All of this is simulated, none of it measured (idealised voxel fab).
The process module presented herein is designated voxel local oxidation.
Section shown: cut. Width: 170 nm. Cell size: 5 nm, square.
Cross-section format: a grid of square cells, given as bands from top to bottom; each band is one or more rows of cells.
Band: top height; bottom height; in nm. Then, left to right: material with width in nm, for each material. "throughout": a single material spanning edge to edge. "blank": empty space.
Below 0: as-received wafer, all one material; heights counted from there. Lowest band: no bottom, goes on down, written "0 and below".
With a width like "30..40", each row of cells in the band differs from the next by the same amount, the top row carrying the first number and the bottom row the second.
"stayed the same", as given for a step, is the statement that not any cell of the cross-section underwent a change during that step.
Listed in "Voids, enclosed": every empty space of 8 or more cells without an open way to the top. Form: width x height at distance, the distance being from the left edge, all in nm.
Post-settings text on a step line: simulator's own remark regarding the step.
For masked steps, "overlay nm" on the step line gives how far right of plan the mask actually lay; a minus sign means it lay to the left.

[The process steps that were planned are listed below]
1 RECEIVE (material Si)
2 CONFORMAL_DEP (material SiO2; thk nm 5)
3 CONFORMAL_DEP (material SiN; thk nm 10)
4 PATTERN (tone cover; mask id ACTIVE; material resist; width nm 95; thk nm 15; overlay nm 0)
5 DIRECTIONAL_ETCH (etch materials SiN; depth nm 10)
6 STRIP (etch materials resist)
7 SELECTIVE_ETCH (etch materials SiO2; depth nm 5)
8 OXIDIZE (depth nm 15)
9 STRIP (etch materials SiN)

[Cross-section of the incoming wafer, state after step 1]
  0 and below | Si throughout
  Voids, enclosed: none

[Same starting wafer, same plan as above, one mistake in the execution; this is the cross-section at the end of the module]
  5 down to 0 | blank 45 nm; SiO2 80 nm; blank 45 nm
  0 down to -15 | SiO2 60 nm; Si 50 nm; SiO2 60 nm
  -15 and below | Si throughout
  Voids, enclosed: none
The mistake made against the process plan was this: contrary to plan, step 4 was performed as PATTERN (tone cover; mask id ACTIVE; material resist; width nm 90; thk nm 15; overlay nm 0)
